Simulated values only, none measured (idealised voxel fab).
The document below concerns the process module designated voxel ribs on slabs.
In the cross-section labelled cut, the width is 290 nm and each square cell is 5 nm.
In what follows, cross-sections appear as grids of square cells, described through bands that run from the top down, where every band is one or more rows of cells. Top height, bottom height, nm. Materials left to right, width each, nm. Single material + "everywhere" = fills band edge to edge. "empty" = empty. Zero point of the height axis is 0; under it, received wafer = one material. Lowest band: continues down indefinitely, "0 down". Width "30..40": first value at the band's top row of cells, second value at its bottom row, equal change from row to row. Given "no change occurred" for a step, no cell of the cross-section differs between before and after that step. The list in "Enclosed void catalog" covers empty spaces of 8 cells or more that cannot reach the top through any open way, and it gives each as width x height at distance; the distance is from the left edge, and width, height and distance are in nm. The remark found on a step's line after its settings is issued by the simulator itself and pertains to that step. overlay nm: how far to the right of its planned place the mask lay on this masked step (negative: to the left).
**The planned process steps are enumerated hereunder**
1. RECEIVE (material Si)
2. DIRECTIONAL_DEP (material SiO2; thk nm 30)
3. DIRECTIONAL_DEP (material polySi; thk nm 20)
4. MASKED_ETCH (tone cover; mask id RIB; width nm 25; etch materials polySi; depth nm 5; overlay nm 0)
5. PATTERN (tone cover; mask id SLAB; material resist; width nm 55; thk nm 15; overlay nm 0)
6. DIRECTIONAL_ETCH (etch materials polySi; depth nm 15)
7. STRIP (etch materials resist)
8. FILL_DEP (material SiO2; thk nm 20)
9. CMP (height nm 60)
10. DIRECTIONAL_DEP (material W; thk nm 5)
11. MASKED_ETCH (tone cover; mask id HEATER; width nm 35; etch materials W; depth nm 5; overlay nm 0)
12. CONFORMAL_DEP (material SiN; thk nm 10)
**First of two wafers, with the run carried out as planned**
**As received (post step 1): cross-section**
  0 down = Si everywhere
  Enclosed void catalog: none
**Step 2 done - wafer cross-section**
  30 to 0 = SiO2 everywhere
  Below 0, the layers are the same as they were.
**Step 3 done - wafer cross-section**
  50 to 30 = polySi everywhere
  Below 30, the layers are the same as they were.
**Step 4 done - wafer cross-section**
  50 to 45 = empty: 130 / polySi: 25 / empty: 135
  Below 45, the layers are the same as they were.
**Step 5 done - wafer cross-section**
  65 to 50 = empty: 115 / resist: 55 / empty: 120
  50 to 45 = empty: 115 / resist: 15 / polySi: 25 / resist: 15 / empty: 120
  Below 45, the layers are the same as they were.
**Step 6 done - wafer cross-section**
  65 to 50 = empty: 115 / resist: 55 / empty: 120
  50 to 45 = empty: 115 / resist: 15 / polySi: 25 / resist: 15 / empty: 120
  45 to 30 = empty: 115 / polySi: 55 / empty: 120
  Below 30, the layers are the same as they were.
**Step 7 done - wafer cross-section**
  50 to 45 = empty: 130 / polySi: 25 / empty: 135
  Below 45, the layers are the same as they were.
**Step 8 done - wafer cross-section**
  70 to 50 = SiO2 everywhere
  50 to 45 = SiO2: 130 / polySi: 25 / SiO2: 135
  45 to 30 = SiO2: 115 / polySi: 55 / SiO2: 120
  Below 30, the layers are the same as they were.
**Step 9 done - wafer cross-section**
  60 to 50 = SiO2 everywhere
  Below 50, the layers are the same as they were.
**Step 10 done - wafer cross-section**
  65 to 60 = W everywhere
  Below 60, the layers are the same as they were.
**Step 11 done - wafer cross-section**
  65 to 60 = empty: 125 / W: 35 / empty: 130
  Below 60, the layers are the same as they were.
**Step 12 done - wafer cross-section**
  75 to 70 = empty: 115 / SiN: 55 / empty: 120
  70 to 65 = SiN everywhere
  65 to 60 = SiN: 125 / W: 35 / SiN: 130
  Below 60, the layers are the same as they were.
**Wafer two. Identical start, identical plan. One mistake in execution. Identical history through step 4**
**The second wafer in cross-section, at the planned close of step 5**
  65 to 50 = empty: 115 / resist: 60 / empty: 115
  50 to 45 = empty: 115 / resist: 15 / polySi: 25 / resist: 20 / empty: 115
  Below 45, the layers are the same as they were.
**The second wafer in cross-section, at the planned close of step 6**
  65 to 50 = empty: 115 / resist: 60 / empty: 115
  50 to 45 = empty: 115 / resist: 15 / polySi: 25 / resist: 20 / empty: 115
  45 to 30 = empty: 115 / polySi: 60 / empty: 115
  Below 30, the layers are the same as they were.
**The second wafer in cross-section, at the planned close of step 7**
  50 to 45 = empty: 130 / polySi: 25 / empty: 135
  Below 45, the layers are the same as they were.
**The second wafer in cross-section, at the planned close of step 8**
  70 to 50 = SiO2 everywhere
  50 to 45 = SiO2: 130 / polySi: 25 / SiO2: 135
  45 to 30 = SiO2: 115 / polySi: 60 / SiO2: 115
  Below 30, the layers are the same as they were.
**The second wafer in cross-section, at the planned close of step 9**
  60 to 50 = SiO2 everywhere
  Below 50, the layers are the same as they were.
**The second wafer in cross-section, at the planned close of step 10**
  65 to 60 = W everywhere
  Below 60, the layers are the same as they were.
**The second wafer in cross-section, at the planned close of step 11**
  65 to 60 = empty: 125 / W: 35 / empty: 130
  Below 60, the layers are the same as they were.
**The second wafer in cross-section, at the planned close of step 12**
  75 to 70 = empty: 115 / SiN: 55 / empty: 120
  70 to 65 = SiN everywhere
  65 to 60 = SiN: 125 / W: 35 / SiN: 130
  Below 60, the layers are the same as they were.
Where did the run depart from the plan? note that step 5 departed from the planned setting and was carried out as PATTERN (tone cover; mask id SLAB; material resist; width nm 60; thk nm 15; overlay nm 0)
It is noted that, at the conclusion of processing, the second wafer exhibits a higher or lower cell count for certain materials relative to the first: SiO2: 3 fewer, polySi: 3 more
